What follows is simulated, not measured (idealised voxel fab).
Documented hereafter: the process module known as voxel transistor to metal.
Section shown: cut. Width: 295 nm. Cell size: 5 nm, square.
Throughout this document, each cross-section is represented as a grid of square cells and is presented as a sequence of bands enumerated from the top downward, where a band comprises one or more rows of cells.
First you get the band's top height and its bottom height, in nm, and then the materials it's made of, left to right, with each width in nm. If you see a single material with "all across", that one covers the band edge to edge. "blank" is empty space.
Convention: height 0 is the level below which the wafer, as received, is all one material. The lowest band does not terminate at the bottom but continues downward, represented as "from 0 down".
The width entry "30..40" should be interpreted row by row: the top row of cells in the band takes the first number, the bottom row takes the second number, and the change between adjacent rows is uniform throughout.
Key: "nothing different" - step with no changed cell in the cross-section.
"Unvented cavities" specifies each empty space that is not open to the top and that occupies no fewer than 8 cells, using the form width x height at distance, the distance measured from the left edge and all three quantities in nm.
Whatever follows a step's settings on its line is a remark the simulator itself makes about that step.
overlay nm: for a step with a mask, the amount by which the mask lay right of where it was planned; a negative amount means left of it.
Pairs, read this way: before one process step on the one hand, after it on the other, the after cross-section ending at the lowest band that changed; the step between, settings included, beneath. Same starting wafer throughout, but possibly different runs of this module, so no pair continues from the pair above unless its entry headed "Pre-process state" says so.

-- Pre-process state
    from 20 to 5  60 nm SiO2, then 10 nm SiN, then 30 nm polySi, then 10 nm SiN, then 75 nm SiO2, then 10 nm SiN, then 30 nm polySi, then 10 nm SiN, then 60 nm SiO2
    from 5 to 0  45 nm SiO2, then 15 nm nSi, then 10 nm SiN, then 30 nm polySi, then 10 nm SiN, then 15 nm nSi, then 45 nm SiO2, then 15 nm nSi, then 10 nm SiN, then 30 nm polySi, then 10 nm SiN, then 15 nm nSi, then 45 nm SiO2
    from 0 to -5  25 nm SiO2, then 10 nm SiN, then 10 nm SiO2, then 15 nm nSi, then 10 nm SiN, then 30 nm polySi, then 10 nm SiN, then 15 nm nSi, then 5 nm SiO2, then 10 nm SiN, then 10 nm SiO2, then 10 nm SiN, then 10 nm SiO2, then 15 nm nSi, then 10 nm SiN, then 30 nm polySi, then 10 nm SiN, then 15 nm nSi, then 5 nm SiO2, then 10 nm SiN, then 30 nm SiO2
    from -5 to -10  35 nm SiO2, then 25 nm nSi, then 50 nm SiO2, then 20 nm nSi, then 30 nm SiO2, then 25 nm nSi, then 50 nm SiO2, then 20 nm nSi, then 40 nm SiO2
    from -10 to -20  35 nm SiO2, then 25 nm nSi, then 50 nm Si, then 20 nm nSi, then 30 nm SiO2, then 25 nm nSi, then 50 nm Si, then 20 nm nSi, then 40 nm SiO2
    from -20 to -45  35 nm SiO2, then 95 nm Si, then 30 nm SiO2, then 95 nm Si, then 40 nm SiO2
    from -45 down  Si all across
    Unvented cavities: none

-- Sectional Result
    from 20 to 5  60 nm SiO2, then 10 nm SiN, then 30 nm blank, then 10 nm SiN, then 75 nm SiO2, then 10 nm SiN, then 30 nm blank, then 10 nm SiN, then 60 nm SiO2
    from 5 to 0  45 nm SiO2, then 15 nm nSi, then 10 nm SiN, then 30 nm blank, then 10 nm SiN, then 15 nm nSi, then 45 nm SiO2, then 15 nm nSi, then 10 nm SiN, then 30 nm blank, then 10 nm SiN, then 15 nm nSi, then 45 nm SiO2
    from 0 to -5  25 nm SiO2, then 10 nm SiN, then 10 nm SiO2, then 15 nm nSi, then 10 nm SiN, then 30 nm blank, then 10 nm SiN, then 15 nm nSi, then 5 nm SiO2, then 10 nm SiN, then 10 nm SiO2, then 10 nm SiN, then 10 nm SiO2, then 15 nm nSi, then 10 nm SiN, then 30 nm blank, then 10 nm SiN, then 15 nm nSi, then 5 nm SiO2, then 10 nm SiN, then 30 nm SiO2
    Beneath the level -5, the cross-section is identical to its previous state.
    Unvented cavities: none
Transition step, before and after shown above: STRIP (etch materials polySi)

Pre-process state: The structure entering this step is exactly what the pair just above shows after its step.

-- Sectional Result
    from 20 to 15  60 nm blank, then 10 nm SiN, then 30 nm blank, then 10 nm SiN, then 75 nm blank, then 10 nm SiN, then 30 nm blank, then 10 nm SiN, then 60 nm blank
    from 15 to 5  60 nm SiO2, then 10 nm SiN, then 30 nm blank, then 10 nm SiN, then 75 nm SiO2, then 10 nm SiN, then 30 nm blank, then 10 nm SiN, then 60 nm SiO2
    from 5 to 0  45 nm SiO2, then 15 nm nSi, then 10 nm SiN, then 30 nm blank, then 10 nm SiN, then 15 nm nSi, then 45 nm SiO2, then 15 nm nSi, then 10 nm SiN, then 30 nm blank, then 10 nm SiN, then 15 nm nSi, then 45 nm SiO2
    from 0 to -5  25 nm SiO2, then 10 nm SiN, then 10 nm SiO2, then 15 nm nSi, then 10 nm SiN, then 30 nm blank, then 10 nm SiN, then 15 nm nSi, then 5 nm SiO2, then 10 nm SiN, then 10 nm SiO2, then 10 nm SiN, then 10 nm SiO2, then 15 nm nSi, then 10 nm SiN, then 30 nm blank, then 10 nm SiN, then 15 nm nSi, then 5 nm SiO2, then 10 nm SiN, then 30 nm SiO2
    from -5 to -10  35 nm SiO2, then 25 nm nSi, then 5 nm SiO2, then 40 nm blank, then 5 nm SiO2, then 20 nm nSi, then 30 nm SiO2, then 25 nm nSi, then 5 nm SiO2, then 40 nm blank, then 5 nm SiO2, then 20 nm nSi, then 40 nm SiO2
    Beneath the level -10, the cross-section is identical to its previous state.
    Unvented cavities: none
Transition step, before and after shown above: SELECTIVE_ETCH (etch materials SiO2; depth nm 5)

Pre-process state: The structure entering this step is exactly what the pair just above shows after its step.

-- Sectional Result
    from 25 to 20  55 nm blank, then 20 nm HfO2, then 20 nm blank, then 20 nm HfO2, then 65 nm blank, then 20 nm HfO2, then 20 nm blank, then 20 nm HfO2, then 55 nm blank
    from 20 to 15  60 nm HfO2, then 10 nm SiN, then 5 nm HfO2, then 20 nm blank, then 5 nm HfO2, then 10 nm SiN, then 75 nm HfO2, then 10 nm SiN, then 5 nm HfO2, then 20 nm blank, then 5 nm HfO2, then 10 nm SiN, then 60 nm HfO2
    from 15 to 5  60 nm SiO2, then 10 nm SiN, then 5 nm HfO2, then 20 nm blank, then 5 nm HfO2, then 10 nm SiN, then 75 nm SiO2, then 10 nm SiN, then 5 nm HfO2, then 20 nm blank, then 5 nm HfO2, then 10 nm SiN, then 60 nm SiO2
    from 5 to 0  45 nm SiO2, then 15 nm nSi, then 10 nm SiN, then 5 nm HfO2, then 20 nm blank, then 5 nm HfO2, then 10 nm SiN, then 15 nm nSi, then 45 nm SiO2, then 15 nm nSi, then 10 nm SiN, then 5 nm HfO2, then 20 nm blank, then 5 nm HfO2, then 10 nm SiN, then 15 nm nSi, then 45 nm SiO2
    from 0 to -5  25 nm SiO2, then 10 nm SiN, then 10 nm SiO2, then 15 nm nSi, then 10 nm SiN, then 5 nm HfO2, then 20 nm blank, then 5 nm HfO2, then 10 nm SiN, then 15 nm nSi, then 5 nm SiO2, then 10 nm SiN, then 10 nm SiO2, then 10 nm SiN, then 10 nm SiO2, then 15 nm nSi, then 10 nm SiN, then 5 nm HfO2, then 20 nm blank, then 5 nm HfO2, then 10 nm SiN, then 15 nm nSi, then 5 nm SiO2, then 10 nm SiN, then 30 nm SiO2
    from -5 to -10  35 nm SiO2, then 25 nm nSi, then 5 nm SiO2, then 40 nm HfO2, then 5 nm SiO2, then 20 nm nSi, then 30 nm SiO2, then 25 nm nSi, then 5 nm SiO2, then 40 nm HfO2, then 5 nm SiO2, then 20 nm nSi, then 40 nm SiO2
    Beneath the level -10, the cross-section is identical to its previous state.
    Unvented cavities: none
Transition step, before and after shown above: CONFORMAL_DEP (material HfO2; thk nm 5)

Pre-process state: The structure entering this step is exactly what the pair just above shows after its step.

-- Sectional Result
    from 30 to 25  50 nm blank, then 30 nm TiN, then 10 nm blank, then 30 nm TiN, then 55 nm blank, then 30 nm TiN, then 10 nm blank, then 30 nm TiN, then 50 nm blank
    from 25 to 20  55 nm TiN, then 20 nm HfO2, then 5 nm TiN, then 10 nm blank, then 5 nm TiN, then 20 nm HfO2, then 65 nm TiN, then 20 nm HfO2, then 5 nm TiN, then 10 nm blank, then 5 nm TiN, then 20 nm HfO2, then 55 nm TiN
    from 20 to 15  60 nm HfO2, then 10 nm SiN, then 5 nm HfO2, then 5 nm TiN, then 10 nm blank, then 5 nm TiN, then 5 nm HfO2, then 10 nm SiN, then 75 nm HfO2, then 10 nm SiN, then 5 nm HfO2, then 5 nm TiN, then 10 nm blank, then 5 nm TiN, then 5 nm HfO2, then 10 nm SiN, then 60 nm HfO2
    from 15 to 5  60 nm SiO2, then 10 nm SiN, then 5 nm HfO2, then 5 nm TiN, then 10 nm blank, then 5 nm TiN, then 5 nm HfO2, then 10 nm SiN, then 75 nm SiO2, then 10 nm SiN, then 5 nm HfO2, then 5 nm TiN, then 10 nm blank, then 5 nm TiN, then 5 nm HfO2, then 10 nm SiN, then 60 nm SiO2
    from 5 to 0  45 nm SiO2, then 15 nm nSi, then 10 nm SiN, then 5 nm HfO2, then 5 nm TiN, then 10 nm blank, then 5 nm TiN, then 5 nm HfO2, then 10 nm SiN, then 15 nm nSi, then 45 nm SiO2, then 15 nm nSi, then 10 nm SiN, then 5 nm HfO2, then 5 nm TiN, then 10 nm blank, then 5 nm TiN, then 5 nm HfO2, then 10 nm SiN, then 15 nm nSi, then 45 nm SiO2
    from 0 to -5  25 nm SiO2, then 10 nm SiN, then 10 nm SiO2, then 15 nm nSi, then 10 nm SiN, then 5 nm HfO2, then 20 nm TiN, then 5 nm HfO2, then 10 nm SiN, then 15 nm nSi, then 5 nm SiO2, then 10 nm SiN, then 10 nm SiO2, then 10 nm SiN, then 10 nm SiO2, then 15 nm nSi, then 10 nm SiN, then 5 nm HfO2, then 20 nm TiN, then 5 nm HfO2, then 10 nm SiN, then 15 nm nSi, then 5 nm SiO2, then 10 nm SiN, then 30 nm SiO2
    Beneath the level -5, the cross-section is identical to its previous state.
    Unvented cavities: none
Transition step, before and after shown above: CONFORMAL_DEP (material TiN; thk nm 5)

Pre-process state: The structure entering this step is exactly what the pair just above shows after its step.

-- Sectional Result
    from 35 to 30  W all across
    from 30 to 25  50 nm W, then 30 nm TiN, then 10 nm W, then 30 nm TiN, then 55 nm W, then 30 nm TiN, then 10 nm W, then 30 nm TiN, then 50 nm W
    from 25 to 20  55 nm TiN, then 20 nm HfO2, then 5 nm TiN, then 10 nm W, then 5 nm TiN, then 20 nm HfO2, then 65 nm TiN, then 20 nm HfO2, then 5 nm TiN, then 10 nm W, then 5 nm TiN, then 20 nm HfO2, then 55 nm TiN
    from 20 to 15  60 nm HfO2, then 10 nm SiN, then 5 nm HfO2, then 5 nm TiN, then 10 nm W, then 5 nm TiN, then 5 nm HfO2, then 10 nm SiN, then 75 nm HfO2, then 10 nm SiN, then 5 nm HfO2, then 5 nm TiN, then 10 nm W, then 5 nm TiN, then 5 nm HfO2, then 10 nm SiN, then 60 nm HfO2
    from 15 to 5  60 nm SiO2, then 10 nm SiN, then 5 nm HfO2, then 5 nm TiN, then 10 nm W, then 5 nm TiN, then 5 nm HfO2, then 10 nm SiN, then 75 nm SiO2, then 10 nm SiN, then 5 nm HfO2, then 5 nm TiN, then 10 nm W, then 5 nm TiN, then 5 nm HfO2, then 10 nm SiN, then 60 nm SiO2
    from 5 to 0  45 nm SiO2, then 15 nm nSi, then 10 nm SiN, then 5 nm HfO2, then 5 nm TiN, then 10 nm W, then 5 nm TiN, then 5 nm HfO2, then 10 nm SiN, then 15 nm nSi, then 45 nm SiO2, then 15 nm nSi, then 10 nm SiN, then 5 nm HfO2, then 5 nm TiN, then 10 nm W, then 5 nm TiN, then 5 nm HfO2, then 10 nm SiN, then 15 nm nSi, then 45 nm SiO2
    Beneath the level 0, the cross-section is identical to its previous state.
    Unvented cavities: none
Transition step, before and after shown above: FILL_DEP (material W; thk nm 5)

Pre-process state: The structure entering this step is exactly what the pair just above shows after its step.

-- Sectional Result
    from 15 to 5  60 nm SiO2, then 10 nm SiN, then 5 nm HfO2, then 5 nm TiN, then 10 nm W, then 5 nm TiN, then 5 nm HfO2, then 10 nm SiN, then 75 nm SiO2, then 10 nm SiN, then 5 nm HfO2, then 5 nm TiN, then 10 nm W, then 5 nm TiN, then 5 nm HfO2, then 10 nm SiN, then 60 nm SiO2
    Beneath the level 5, the cross-section is identical to its previous state.
    Unvented cavities: none
Transition step, before and after shown above: CMP (height nm 15)

Pre-process state: The structure entering this step is exactly what the pair just above shows after its step.

-- Sectional Result
    from 25 to 15  SiO2 all across
    Beneath the level 15, the cross-section is identical to its previous state.
    Unvented cavities: none
Transition step, before and after shown above: DIRECTIONAL_DEP (material SiO2; thk nm 10)

Pre-process state: The structure entering this step is exactly what the pair just above shows after its step.

-- Sectional Result
    from 40 to 25  aC all across
    Beneath the level 25, the cross-section is identical to its previous state.
    Unvented cavities: none
Transition step, before and after shown above: DIRECTIONAL_DEP (material aC; thk nm 15)

Pre-process state: The structure entering this step is exactly what the pair just above shows after its step.

-- Sectional Result
    from 75 to 40  35 nm resist, then 15 nm blank, then 65 nm resist, then 15 nm blank, then 30 nm resist, then 15 nm blank, then 65 nm resist, then 15 nm blank, then 40 nm resist
    Beneath the level 40, the cross-section is identical to its previous state.
    Unvented cavities: none
Transition step, before and after shown above: PATTERN (tone open; mask id CONTACT; material resist; width nm 15; thk nm 35; overlay nm 0)

Pre-process state: The structure entering this step is exactly what the pair just above shows after its step.

-- Sectional Result
    from 60 to 40  35 nm resist, then 15 nm blank, then 65 nm resist, then 15 nm blank, then 30 nm resist, then 15 nm blank, then 65 nm resist, then 15 nm blank, then 40 nm resist
    from 40 to 25  35 nm aC, then 15 nm blank, then 65 nm aC, then 15 nm blank, then 30 nm aC, then 15 nm blank, then 65 nm aC, then 15 nm blank, then 40 nm aC
    Beneath the level 25, the cross-section is identical to its previous state.
    Unvented cavities: none
Transition step, before and after shown above: DIRECTIONAL_ETCH (etch materials aC; depth nm 15)

Pre-process state: The structure entering this step is exactly what the pair just above shows after its step.

-- Sectional Result
    from 40 to 25  35 nm aC, then 15 nm blank, then 65 nm aC, then 15 nm blank, then 30 nm aC, then 15 nm blank, then 65 nm aC, then 15 nm blank, then 40 nm aC
    Beneath the level 25, the cross-section is identical to its previous state.
    Unvented cavities: none
Transition step, before and after shown above: STRIP (etch materials resist)

Pre-process state: The structure entering this step is exactly what the pair just above shows after its step.

-- Sectional Result
    from 40 to 25  35 nm aC, then 15 nm blank, then 65 nm aC, then 15 nm blank, then 30 nm aC, then 15 nm blank, then 65 nm aC, then 15 nm blank, then 40 nm aC
    from 25 to 15  35 nm SiO2, then 15 nm blank, then 65 nm SiO2, then 15 nm blank, then 30 nm SiO2, then 15 nm blank, then 65 nm SiO2, then 15 nm blank, then 40 nm SiO2
    from 15 to 5  35 nm SiO2, then 15 nm blank, then 10 nm SiO2, then 10 nm SiN, then 5 nm HfO2, then 5 nm TiN, then 10 nm W, then 5 nm TiN, then 5 nm HfO2, then 10 nm SiN, then 5 nm SiO2, then 15 nm blank, then 30 nm SiO2, then 15 nm blank, then 10 nm SiO2, then 10 nm SiN, then 5 nm HfO2, then 5 nm TiN, then 10 nm W, then 5 nm TiN, then 5 nm HfO2, then 10 nm SiN, then 5 nm SiO2, then 15 nm blank, then 40 nm SiO2
    from 5 to 0  35 nm SiO2, then 10 nm blank, then 15 nm nSi, then 10 nm SiN, then 5 nm HfO2, then 5 nm TiN, then 10 nm W, then 5 nm TiN, then 5 nm HfO2, then 10 nm SiN, then 15 nm nSi, then 5 nm blank, then 30 nm SiO2, then 10 nm blank, then 15 nm nSi, then 10 nm SiN, then 5 nm HfO2, then 5 nm TiN, then 10 nm W, then 5 nm TiN, then 5 nm HfO2, then 10 nm SiN, then 15 nm nSi, then 5 nm blank, then 40 nm SiO2
    from 0 to -5  25 nm SiO2, then 10 nm SiN, then 10 nm blank, then 15 nm nSi, then 10 nm SiN, then 5 nm HfO2, then 20 nm TiN, then 5 nm HfO2, then 10 nm SiN, then 15 nm nSi, then 5 nm blank, then 10 nm SiN, then 10 nm SiO2, then 10 nm SiN, then 10 nm blank, then 15 nm nSi, then 10 nm SiN, then 5 nm HfO2, then 20 nm TiN, then 5 nm HfO2, then 10 nm SiN, then 15 nm nSi, then 5 nm blank, then 10 nm SiN, then 30 nm SiO2
    Beneath the level -5, the cross-section is identical to its previous state.
    Unvented cavities: none
Transition step, before and after shown above: DIRECTIONAL_ETCH (etch materials SiO2; depth nm 30)

Pre-process state: The structure entering this step is exactly what the pair just above shows after its step.

-- Sectional Result
    from 25 to 15  35 nm SiO2, then 15 nm blank, then 65 nm SiO2, then 15 nm blank, then 30 nm SiO2, then 15 nm blank, then 65 nm SiO2, then 15 nm blank, then 40 nm SiO2
    Beneath the level 15, the cross-section is identical to its previous state.
    Unvented cavities: none
Transition step, before and after shown above: STRIP (etch materials aC)

Pre-process state: The structure entering this step is exactly what the pair just above shows after its step.

-- Sectional Result
    from 30 to 25  40 nm TiN, then 5 nm blank, then 75 nm TiN, then 5 nm blank, then 40 nm TiN, then 5 nm blank, then 75 nm TiN, then 5 nm blank, then 45 nm TiN
    from 25 to 15  35 nm SiO2, then 5 nm TiN, then 5 nm blank, then 5 nm TiN, then 65 nm SiO2, then 5 nm TiN, then 5 nm blank, then 5 nm TiN, then 30 nm SiO2, then 5 nm TiN, then 5 nm blank, then 5 nm TiN, then 65 nm SiO2, then 5 nm TiN, then 5 nm blank, then 5 nm TiN, then 40 nm SiO2
    from 15 to 10  35 nm SiO2, then 5 nm TiN, then 5 nm blank, then 5 nm TiN, then 10 nm SiO2, then 10 nm SiN, then 5 nm HfO2, then 5 nm TiN, then 10 nm W, then 5 nm TiN, then 5 nm HfO2, then 10 nm SiN, then 5 nm SiO2, then 5 nm TiN, then 5 nm blank, then 5 nm TiN, then 30 nm SiO2, then 5 nm TiN, then 5 nm blank, then 5 nm TiN, then 10 nm SiO2, then 10 nm SiN, then 5 nm HfO2, then 5 nm TiN, then 10 nm W, then 5 nm TiN, then 5 nm HfO2, then 10 nm SiN, then 5 nm SiO2, then 5 nm TiN, then 5 nm blank, then 5 nm TiN, then 40 nm SiO2
    from 10 to 5  35 nm SiO2, then 15 nm TiN, then 10 nm SiO2, then 10 nm SiN, then 5 nm HfO2, then 5 nm TiN, then 10 nm W, then 5 nm TiN, then 5 nm HfO2, then 10 nm SiN, then 5 nm SiO2, then 15 nm TiN, then 30 nm SiO2, then 15 nm TiN, then 10 nm SiO2, then 10 nm SiN, then 5 nm HfO2, then 5 nm TiN, then 10 nm W, then 5 nm TiN, then 5 nm HfO2, then 10 nm SiN, then 5 nm SiO2, then 15 nm TiN, then 40 nm SiO2
    from 5 to 0  35 nm SiO2, then 10 nm TiN, then 15 nm nSi, then 10 nm SiN, then 5 nm HfO2, then 5 nm TiN, then 10 nm W, then 5 nm TiN, then 5 nm HfO2, then 10 nm SiN, then 15 nm nSi, then 5 nm TiN, then 30 nm SiO2, then 10 nm TiN, then 15 nm nSi, then 10 nm SiN, then 5 nm HfO2, then 5 nm TiN, then 10 nm W, then 5 nm TiN, then 5 nm HfO2, then 10 nm SiN, then 15 nm nSi, then 5 nm TiN, then 40 nm SiO2
    from 0 to -5  25 nm SiO2, then 10 nm SiN, then 10 nm TiN, then 15 nm nSi, then 10 nm SiN, then 5 nm HfO2, then 20 nm TiN, then 5 nm HfO2, then 10 nm SiN, then 15 nm nSi, then 5 nm TiN, then 10 nm SiN, then 10 nm SiO2, then 10 nm SiN, then 10 nm TiN, then 15 nm nSi, then 10 nm SiN, then 5 nm HfO2, then 20 nm TiN, then 5 nm HfO2, then 10 nm SiN, then 15 nm nSi, then 5 nm TiN, then 10 nm SiN, then 30 nm SiO2
    Beneath the level -5, the cross-section is identical to its previous state.
    Unvented cavities: none
Transition step, before and after shown above: CONFORMAL_DEP (material TiN; thk nm 5)

Pre-process state: The structure entering this step is exactly what the pair just above shows after its step.

-- Sectional Result
    from 40 to 30  W all across
    from 30 to 25  40 nm TiN, then 5 nm W, then 75 nm TiN, then 5 nm W, then 40 nm TiN, then 5 nm W, then 75 nm TiN, then 5 nm W, then 45 nm TiN
    from 25 to 15  35 nm SiO2, then 5 nm TiN, then 5 nm W, then 5 nm TiN, then 65 nm SiO2, then 5 nm TiN, then 5 nm W, then 5 nm TiN, then 30 nm SiO2, then 5 nm TiN, then 5 nm W, then 5 nm TiN, then 65 nm SiO2, then 5 nm TiN, then 5 nm W, then 5 nm TiN, then 40 nm SiO2
    from 15 to 10  35 nm SiO2, then 5 nm TiN, then 5 nm W, then 5 nm TiN, then 10 nm SiO2, then 10 nm SiN, then 5 nm HfO2, then 5 nm TiN, then 10 nm W, then 5 nm TiN, then 5 nm HfO2, then 10 nm SiN, then 5 nm SiO2, then 5 nm TiN, then 5 nm W, then 5 nm TiN, then 30 nm SiO2, then 5 nm TiN, then 5 nm W, then 5 nm TiN, then 10 nm SiO2, then 10 nm SiN, then 5 nm HfO2, then 5 nm TiN, then 10 nm W, then 5 nm TiN, then 5 nm HfO2, then 10 nm SiN, then 5 nm SiO2, then 5 nm TiN, then 5 nm W, then 5 nm TiN, then 40 nm SiO2
    Beneath the level 10, the cross-section is identical to its previous state.
    Unvented cavities: none
Transition step, before and after shown above: FILL_DEP (material W; thk nm 10)

Pre-process state: The structure entering this step is exactly what the pair just above shows after its step.

-- Sectional Result
    from 25 to 15  35 nm SiO2, then 5 nm TiN, then 5 nm W, then 5 nm TiN, then 65 nm SiO2, then 5 nm TiN, then 5 nm W, then 5 nm TiN, then 30 nm SiO2, then 5 nm TiN, then 5 nm W, then 5 nm TiN, then 65 nm SiO2, then 5 nm TiN, then 5 nm W, then 5 nm TiN, then 40 nm SiO2
    Beneath the level 15, the cross-section is identical to its previous state.
    Unvented cavities: none
Transition step, before and after shown above: CMP (height nm 25)

Pre-process state: The structure entering this step is exactly what the pair just above shows after its step.

-- Sectional Result
    from 30 to 25  TiN all across
    Beneath the level 25, the cross-section is identical to its previous state.
    Unvented cavities: none
Transition step, before and after shown above: DIRECTIONAL_DEP (material TiN; thk nm 5)

Pre-process state: The structure entering this step is exactly what the pair just above shows after its step.

-- Sectional Result
    from 50 to 30  W all across
    Beneath the level 30, the cross-section is identical to its previous state.
    Unvented cavities: none
Transition step, before and after shown above: DIRECTIONAL_DEP (material W; thk nm 20)

Pre-process state: The structure entering this step is exactly what the pair just above shows after its step.

-- Sectional Result
    from 60 to 50  aC all across
    Beneath the level 50, the cross-section is identical to its previous state.
    Unvented cavities: none
Transition step, before and after shown above: DIRECTIONAL_DEP (material aC; thk nm 10)

Pre-process state: The structure entering this step is exactly what the pair just above shows after its step.

-- Sectional Result
    from 85 to 60  35 nm blank, then 15 nm resist, then 65 nm blank, then 15 nm resist, then 30 nm blank, then 15 nm resist, then 65 nm blank, then 15 nm resist, then 40 nm blank
    Beneath the level 60, the cross-section is identical to its previous state.
    Unvented cavities: none
Transition step, before and after shown above: PATTERN (tone cover; mask id METAL_1; material resist; width nm 15; thk nm 25; overlay nm 0)

Pre-process state: The structure entering this step is exactly what the pair just above shows after its step.

-- Sectional Result
    from 75 to 60  35 nm blank, then 15 nm resist, then 65 nm blank, then 15 nm resist, then 30 nm blank, then 15 nm resist, then 65 nm blank, then 15 nm resist, then 40 nm blank
    from 60 to 50  35 nm blank, then 15 nm aC, then 65 nm blank, then 15 nm aC, then 30 nm blank, then 15 nm aC, then 65 nm blank, then 15 nm aC, then 40 nm blank
    Beneath the level 50, the cross-section is identical to its previous state.
    Unvented cavities: none
Transition step, before and after shown above: DIRECTIONAL_ETCH (etch materials aC; depth nm 10)

Pre-process state: The structure entering this step is exactly what the pair just above shows after its step.

-- Sectional Result
    from 60 to 50  35 nm blank, then 15 nm aC, then 65 nm blank, then 15 nm aC, then 30 nm blank, then 15 nm aC, then 65 nm blank, then 15 nm aC, then 40 nm blank
    Beneath the level 50, the cross-section is identical to its previous state.
    Unvented cavities: none
Transition step, before and after shown above: STRIP (etch materials resist)

Pre-process state: The structure entering this step is exactly what the pair just above shows after its step.

-- Sectional Result
    from 60 to 50  35 nm blank, then 15 nm aC, then 65 nm blank, then 15 nm aC, then 30 nm blank, then 15 nm aC, then 65 nm blank, then 15 nm aC, then 40 nm blank
    from 50 to 30  35 nm blank, then 15 nm W, then 65 nm blank, then 15 nm W, then 30 nm blank, then 15 nm W, then 65 nm blank, then 15 nm W, then 40 nm blank
    Beneath the level 30, the cross-section is identical to its previous state.
    Unvented cavities: none
Transition step, before and after shown above: DIRECTIONAL_ETCH (etch materials W; depth nm 20)

Pre-process state: The structure entering this step is exactly what the pair just above shows after its step.

-- Sectional Result
    from 60 to 50  35 nm blank, then 15 nm aC, then 65 nm blank, then 15 nm aC, then 30 nm blank, then 15 nm aC, then 65 nm blank, then 15 nm aC, then 40 nm blank
    from 50 to 30  35 nm blank, then 15 nm W, then 65 nm blank, then 15 nm W, then 30 nm blank, then 15 nm W, then 65 nm blank, then 15 nm W, then 40 nm blank
    from 30 to 25  35 nm blank, then 15 nm TiN, then 65 nm blank, then 15 nm TiN, then 30 nm blank, then 15 nm TiN, then 65 nm blank, then 15 nm TiN, then 40 nm blank
    Beneath the level 25, the cross-section is identical to its previous state.
    Unvented cavities: none
Transition step, before and after shown above: DIRECTIONAL_ETCH (etch materials TiN; depth nm 5)

Pre-process state: The structure entering this step is exactly what the pair just above shows after its step.

-- Sectional Result
    from 50 to 30  35 nm blank, then 15 nm W, then 65 nm blank, then 15 nm W, then 30 nm blank, then 15 nm W, then 65 nm blank, then 15 nm W, then 40 nm blank
    Beneath the level 30, the cross-section is identical to its previous state.
    Unvented cavities: none
Transition step, before and after shown above: STRIP (etch materials aC)

Pre-process state: The structure entering this step is exactly what the pair just above shows after its step.

-- Sectional Result
    from 55 to 50  SiO2 all across
    from 50 to 30  35 nm SiO2, then 15 nm W, then 65 nm SiO2, then 15 nm W, then 30 nm SiO2, then 15 nm W, then 65 nm SiO2, then 15 nm W, then 40 nm SiO2
    from 30 to 25  35 nm SiO2, then 15 nm TiN, then 65 nm SiO2, then 15 nm TiN, then 30 nm SiO2, then 15 nm TiN, then 65 nm SiO2, then 15 nm TiN, then 40 nm SiO2
    Beneath the level 25, the cross-section is identical to its previous state.
    Unvented cavities: none
Transition step, before and after shown above: FILL_DEP (material SiO2; thk nm 5)

Pre-process state: The structure entering this step is exactly what the pair just above shows after its step.

-- Sectional Result
    from 50 to 30  35 nm SiO2, then 15 nm W, then 65 nm SiO2, then 15 nm W, then 30 nm SiO2, then 15 nm W, then 65 nm SiO2, then 15 nm W, then 40 nm SiO2
    Beneath the level 30, the cross-section is identical to its previous state.
    Unvented cavities: none
Transition step, before and after shown above: CMP (height nm 50)

Pre-process state: The structure entering this step is exactly what the pair just above shows after its step.

-- Sectional Result
    from 55 to 50  SiCN all across
    Beneath the level 50, the cross-section is identical to its previous state.
    Unvented cavities: none
Transition step, before and after shown above: CONFORMAL_DEP (material SiCN; thk nm 5)

Pre-process state: The structure entering this step is exactly what the pair just above shows after its step.

-- Sectional Result
    from 85 to 55  SiO2 all across
    Beneath the level 55, the cross-section is identical to its previous state.
    Unvented cavities: none
Transition step, before and after shown above: DIRECTIONAL_DEP (material SiO2; thk nm 30)

Pre-process state: The structure entering this step is exactly what the pair just above shows after its step.

-- Sectional Result
    from 95 to 85  aC all across
    Beneath the level 85, the cross-section is identical to its previous state.
    Unvented cavities: none
Transition step, before and after shown above: DIRECTIONAL_DEP (material aC; thk nm 10)

Pre-process state: The structure entering this step is exactly what the pair just above shows after its step.

-- Sectional Result
    from 125 to 95  35 nm resist, then 15 nm blank, then 110 nm resist, then 15 nm blank, then 120 nm resist
    Beneath the level 95, the cross-section is identical to its previous state.
    Unvented cavities: none
Transition step, before and after shown above: PATTERN (tone open; mask id METAL_2; material resist; width nm 15; pitch nm 125; thk nm 30; overlay nm 0)

Pre-process state: The structure entering this step is exactly what the pair just above shows after its step.

-- Sectional Result
    from 115 to 95  35 nm resist, then 15 nm blank, then 110 nm resist, then 15 nm blank, then 120 nm resist
    from 95 to 85  35 nm aC, then 15 nm blank, then 110 nm aC, then 15 nm blank, then 120 nm aC
    Beneath the level 85, the cross-section is identical to its previous state.
    Unvented cavities: none
Transition step, before and after shown above: DIRECTIONAL_ETCH (etch materials aC; depth nm 10)

Pre-process state: The structure entering this step is exactly what the pair just above shows after its step.

-- Sectional Result
    from 95 to 85  35 nm aC, then 15 nm blank, then 110 nm aC, then 15 nm blank, then 120 nm aC
    Beneath the level 85, the cross-section is identical to its previous state.
    Unvented cavities: none
Transition step, before and after shown above: STRIP (etch materials resist)

Pre-process state: The structure entering this step is exactly what the pair just above shows after its step.

-- Sectional Result
    from 95 to 85  35 nm aC, then 15 nm blank, then 110 nm aC, then 15 nm blank, then 120 nm aC
    from 85 to 65  35 nm SiO2, then 15 nm blank, then 110 nm SiO2, then 15 nm blank, then 120 nm SiO2
    Beneath the level 65, the cross-section is identical to its previous state.
    Unvented cavities: none
Transition step, before and after shown above: DIRECTIONAL_ETCH (etch materials SiO2; depth nm 20)

Pre-process state: The structure entering this step is exactly what the pair just above shows after its step.

-- Sectional Result
    from 85 to 65  35 nm SiO2, then 15 nm blank, then 110 nm SiO2, then 15 nm blank, then 120 nm SiO2
    Beneath the level 65, the cross-section is identical to its previous state.
    Unvented cavities: none
Transition step, before and after shown above: STRIP (etch materials aC)

Pre-process state: The structure entering this step is exactly what the pair just above shows after its step.

-- Sectional Result
    from 100 to 85  35 nm aC, then 15 nm blank, then 110 nm aC, then 15 nm blank, then 120 nm aC
    from 85 to 80  35 nm SiO2, then 15 nm blank, then 110 nm SiO2, then 15 nm blank, then 120 nm SiO2
    from 80 to 65  35 nm SiO2, then 15 nm aC, then 110 nm SiO2, then 15 nm aC, then 120 nm SiO2
    Beneath the level 65, the cross-section is identical to its previous state.
    Unvented cavities: none
Transition step, before and after shown above: DIRECTIONAL_DEP (material aC; thk nm 15)

Pre-process state: The structure entering this step is exactly what the pair just above shows after its step.

-- Sectional Result
    from 130 to 100  35 nm resist, then 15 nm blank, then 110 nm resist, then 15 nm blank, then 120 nm resist
    Beneath the level 100, the cross-section is identical to its previous state.
    Unvented cavities: none
Transition step, before and after shown above: PATTERN (tone open; mask id METAL_2_HOLES; material resist; width nm 15; pitch nm 125; thk nm 30; overlay nm 0)
